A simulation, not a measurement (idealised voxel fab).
process module | voxel fin reveal
cross-section cut | 190 nm wide | cells 5 nm
A cross-section is a grid of square cells, given in bands from the top down. A band is one or more rows of cells.
Each band's line starts with the height of the band's top and of its bottom, in nm. Then come its materials from left to right, each with its width in nm. One material with "throughout" fills the band from edge to edge. "air" is empty space.
Height 0 is the level under which the wafer as received is all one material. The lowest band goes on downwards, as in "0 down".
A width such as "30 to 40" changes by the same amount from each row of cells to the next, from the band's top row to its bottom row.
"no change" after a step means that no cell of the cross-section changed.
closed voids: empty space of 8 cells or more with no open way to the top, each as width x height at its distance from the left edge, in nm
after a step's settings: what the simulator itself notes on the step
overlay nm, on a step with a mask: how far to the right of its planned place the mask lay; to the left if negative
plan
1 op RECEIVE | material Si
2 op CONFORMAL_DEP | material SiN | thk nm 10
3 op DIRECTIONAL_DEP | material aC | thk nm 10
4 op PATTERN | tone cover | mask id FINS | material resist | width nm 15 | pitch nm 40 | thk nm 25 | overlay nm 0
5 op DIRECTIONAL_ETCH | etch materials aC | depth nm 10
6 op STRIP | etch materials resist
7 op DIRECTIONAL_ETCH | etch materials SiN | depth nm 10
8 op DIRECTIONAL_ETCH | etch materials Si | depth nm 30
9 op STRIP | etch materials aC
10 op FILL_DEP | material SiO2 | thk nm 10
11 op CMP | height nm 10
12 op SELECTIVE_ETCH | etch materials SiO2 | depth nm 20
13 op STRIP | etch materials SiN
14 op CONFORMAL_DEP | material SiO2 | thk nm 5
as received, after step 1
  0 down: Si throughout
  closed voids: none
first wafer at the end, as planned
  5 to 0: air 60 | SiO2 25 | air 15 | SiO2 25 | air 65
  0 to -5: air 60 | SiO2 5 | Si 15 | SiO2 5 | air 15 | SiO2 5 | Si 15 | SiO2 5 | air 65
  -5 to -30: SiO2 65 | Si 15 | SiO2 25 | Si 15 | SiO2 70
  -30 down: Si throughout
  closed voids: none
second wafer at the end: like start, like plan, one mistake
  5 to 0: SiO2 70 | air 5 | SiO2 35 | air 5 | SiO2 75
  0 to -5: Si 65 | SiO2 5 | air 5 | SiO2 5 | Si 25 | SiO2 5 | air 5 | SiO2 5 | Si 70
  -5 to -30: Si 65 | SiO2 15 | Si 25 | SiO2 15 | Si 70
  -30 down: Si throughout
  closed voids: none
what went wrong: step 4 ran as: op PATTERN | tone open | mask id FINS | material resist | width nm 15 | pitch nm 40 | thk nm 25 | overlay nm 0
at the end the second wafer has, in cells: 156 more of Si | 104 fewer of SiO2
